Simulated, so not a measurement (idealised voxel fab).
The process module presented herein is designated voxel wiring stack.
Each square cell in cross-section cut measures 5 nm, and the section as a whole is 250 nm wide.
Cross-section format: a grid of square cells, given as bands from top to bottom; each band is one or more rows of cells.
For a band, the entry starts with two heights in nm, that of the top and then that of the bottom, and carries on with the band's materials in order from left to right, each alongside its width in nm; the word "all across" beside a single material means it fills the band edge to edge, and "air" means empty space.
Zero point of the height axis is 0; under it, received wafer = one material. Lowest band: continues down indefinitely, "0 and below".
With a width like "30 to 40", each row of cells in the band differs from the next by the same amount, the top row carrying the first number and the bottom row the second.
Step marked "no change occurred"? Then no cell in the cross-section changed in it.
Closed-off voids of 8+ cells (no open route to the top) go in "Closed void register", written width x height at distance from the left edge, in nm.
On a step's line, text after the settings is the simulator commenting on that step.
You can add "overlay nm" to a step's line. For a step with a mask, it describes how far the mask lay to the right of its planned position, and a negative number describes a lay to the left.
The process steps that were planned are listed below:
1 RECEIVE, material Si
2 CONFORMAL_DEP, material SiO2, thk nm 10
3 CONFORMAL_DEP, material SiN, thk nm 5
4 DIRECTIONAL_DEP, material lowk, thk nm 15
5 PATTERN, tone open, mask id METAL_1, material resist, width nm 20, pitch nm 35, thk nm 20, overlay nm 0
6 DIRECTIONAL_ETCH, etch materials lowk, depth nm 15
7 DIRECTIONAL_ETCH, etch materials SiN, depth nm 5
8 STRIP, etch materials resist
9 CONFORMAL_DEP, material TiN, thk nm 5
10 FILL_DEP, material Ru, thk nm 10
11 CMP, height nm 30
12 EPI, material Ru, thk nm 5
13 FILL_DEP, material SiCN, thk nm 5
14 DIRECTIONAL_DEP, material lowk, thk nm 10
15 DIRECTIONAL_DEP, material aC, thk nm 15
16 PATTERN, tone open, mask id PLUG_1, material resist, width nm 15, pitch nm 70, thk nm 30, overlay nm 0
17 DIRECTIONAL_ETCH, etch materials aC, depth nm 15
18 STRIP, etch materials resist
19 DIRECTIONAL_ETCH, etch materials lowk, depth nm 10
20 DIRECTIONAL_ETCH, etch materials SiCN, depth nm 5
21 STRIP, etch materials aC
22 EPI, material Ru, thk nm 10
23 EPI, material Ru, thk nm 5
24 DIRECTIONAL_DEP, material TiN, thk nm 5
25 DIRECTIONAL_DEP, material W, thk nm 15
26 MASKED_ETCH, tone cover, mask id METAL_2, width nm 20, pitch nm 35, etch materials W, depth nm 15, overlay nm 0
27 MASKED_ETCH, tone cover, mask id METAL_2, width nm 20, pitch nm 35, etch materials TiN, depth nm 5, overlay nm 0
28 CONFORMAL_DEP, material SiCN, thk nm 5
29 FILL_DEP, material lowk, thk nm 10
30 CMP, height nm 70
31 CONFORMAL_DEP, material SiCN, thk nm 5
32 DIRECTIONAL_DEP, material lowk, thk nm 15
33 PATTERN, tone open, mask id PLUG_2, material resist, width nm 15, pitch nm 35, thk nm 20, overlay nm 0
34 DIRECTIONAL_ETCH, etch materials lowk, depth nm 15
35 DIRECTIONAL_ETCH, etch materials SiCN, depth nm 5
36 STRIP, etch materials resist
37 CONFORMAL_DEP, material TiN, thk nm 5
38 FILL_DEP, material Ru, thk nm 10
39 CMP, height nm 90
40 DIRECTIONAL_DEP, material TiN, thk nm 5
41 DIRECTIONAL_DEP, material W, thk nm 25
42 PATTERN, tone cover, mask id METAL_3, material resist, width nm 20, pitch nm 35, thk nm 20, overlay nm 0
43 DIRECTIONAL_ETCH, etch materials W, depth nm 25
44 DIRECTIONAL_ETCH, etch materials TiN, depth nm 5
45 STRIP, etch materials resist
46 FILL_DEP, material SiO2, thk nm 10
47 CMP, height nm 120
48 CONFORMAL_DEP, material SiCN, thk nm 5
Be aware that, although all wafers share a common starting state, the width nm at step 16 differs among them, and the plan displays the first wafer's value.
Incoming state of the first of several wafers in cross-section: after step 1:
    0 and below | Si all across
    Closed void register: none
Cross-section of the first of several wafers once the module has run through its last step, step 48:
    125 down to 120 | SiCN all across
    120 down to 95 | SiO2=60 | W=20 | SiO2=15 | W=20 | SiO2=15 | W=20 | SiO2=15 | W=20 | SiO2=65
    95 down to 90 | SiO2=60 | TiN=20 | SiO2=15 | TiN=20 | SiO2=15 | TiN=20 | SiO2=15 | TiN=20 | SiO2=65
    90 down to 75 | lowk=60 | TiN=5 | Ru=5 | TiN=5 | lowk=20 | TiN=5 | Ru=5 | TiN=5 | lowk=20 | TiN=5 | Ru=5 | TiN=5 | lowk=20 | TiN=5 | Ru=5 | TiN=5 | lowk=70
    75 down to 70 | SiCN=60 | TiN=15 | SiCN=20 | TiN=15 | SiCN=20 | TiN=15 | SiCN=20 | TiN=15 | SiCN=70
    70 down to 55 | lowk=55 | SiCN=5 | W=20 | SiCN=5 | lowk=5 | SiCN=5 | W=20 | SiCN=5 | lowk=5 | SiCN=5 | W=20 | SiCN=5 | lowk=5 | SiCN=5 | W=20 | SiCN=5 | lowk=60
    55 down to 50 | SiCN=60 | TiN=20 | SiCN=15 | TiN=20 | SiCN=15 | TiN=20 | SiCN=15 | TiN=20 | SiCN=65
    50 down to 40 | lowk=60 | Ru=15 | lowk=55 | Ru=15 | lowk=105
    40 down to 35 | SiCN=60 | Ru=15 | SiCN=55 | Ru=15 | SiCN=105
    35 down to 30 | SiCN=55 | Ru=30 | SiCN=5 | Ru=30 | SiCN=5 | Ru=30 | SiCN=5 | Ru=30 | SiCN=60
    30 down to 15 | lowk=60 | TiN=5 | Ru=10 | TiN=5 | lowk=15 | TiN=5 | Ru=10 | TiN=5 | lowk=15 | TiN=5 | Ru=10 | TiN=5 | lowk=15 | TiN=5 | Ru=10 | TiN=5 | lowk=65
    15 down to 10 | SiN=60 | TiN=20 | SiN=15 | TiN=20 | SiN=15 | TiN=20 | SiN=15 | TiN=20 | SiN=65
    10 down to 0 | SiO2 all across
    0 and below | Si all across
    Closed void register: none
Cross-section, module end, final of several wafers:
    125 down to 120 | SiCN all across
    120 down to 95 | SiO2=60 | W=20 | SiO2=15 | W=20 | SiO2=15 | W=20 | SiO2=15 | W=20 | SiO2=65
    95 down to 90 | SiO2=60 | TiN=20 | SiO2=15 | TiN=20 | SiO2=15 | TiN=20 | SiO2=15 | TiN=20 | SiO2=65
    90 down to 75 | lowk=60 | TiN=5 | Ru=5 | TiN=5 | lowk=20 | TiN=5 | Ru=5 | TiN=5 | lowk=20 | TiN=5 | Ru=5 | TiN=5 | lowk=20 | TiN=5 | Ru=5 | TiN=5 | lowk=70
    75 down to 70 | SiCN=60 | TiN=15 | SiCN=20 | TiN=15 | SiCN=20 | TiN=15 | SiCN=20 | TiN=15 | SiCN=70
    70 down to 55 | lowk=55 | SiCN=5 | W=20 | SiCN=5 | lowk=5 | SiCN=5 | W=20 | SiCN=5 | lowk=5 | SiCN=5 | W=20 | SiCN=5 | lowk=5 | SiCN=5 | W=20 | SiCN=5 | lowk=60
    55 down to 50 | SiCN=60 | TiN=20 | SiCN=15 | TiN=20 | SiCN=15 | TiN=20 | SiCN=15 | TiN=20 | SiCN=65
    50 down to 40 | lowk=55 | Ru=30 | lowk=40 | Ru=30 | lowk=95
    40 down to 35 | SiCN=55 | Ru=30 | SiCN=40 | Ru=30 | SiCN=95
    35 down to 30 | SiCN=55 | Ru=30 | SiCN=5 | Ru=30 | SiCN=5 | Ru=30 | SiCN=5 | Ru=30 | SiCN=60
    30 down to 15 | lowk=60 | TiN=5 | Ru=10 | TiN=5 | lowk=15 | TiN=5 | Ru=10 | TiN=5 | lowk=15 | TiN=5 | Ru=10 | TiN=5 | lowk=15 | TiN=5 | Ru=10 | TiN=5 | lowk=65
    15 down to 10 | SiN=60 | TiN=20 | SiN=15 | TiN=20 | SiN=15 | TiN=20 | SiN=15 | TiN=20 | SiN=65
    10 down to 0 | SiO2 all across
    0 and below | Si all across
    Closed void register: none
The table below has one row for each wafer; a row shows, as of the end of the module, how many cells of each material the wafer has gained, marked (+), or lost, marked (-), since it was received, and then the wafer's closed voids:
width nm 15, +78 Ru, +216 SiCN, +34 SiN, +304 SiO2, +108 TiN, +128 W, +382 lowk, Closed void register: none
width nm 20, +84 Ru, +214 SiCN, +34 SiN, +304 SiO2, +108 TiN, +128 W, +378 lowk, Closed void register: none
width nm 25, +90 Ru, +212 SiCN, +34 SiN, +304 SiO2, +108 TiN, +128 W, +374 lowk, Closed void register: none
width nm 30, +96 Ru, +210 SiCN, +34 SiN, +304 SiO2, +108 TiN, +128 W, +370 lowk, Closed void register: none
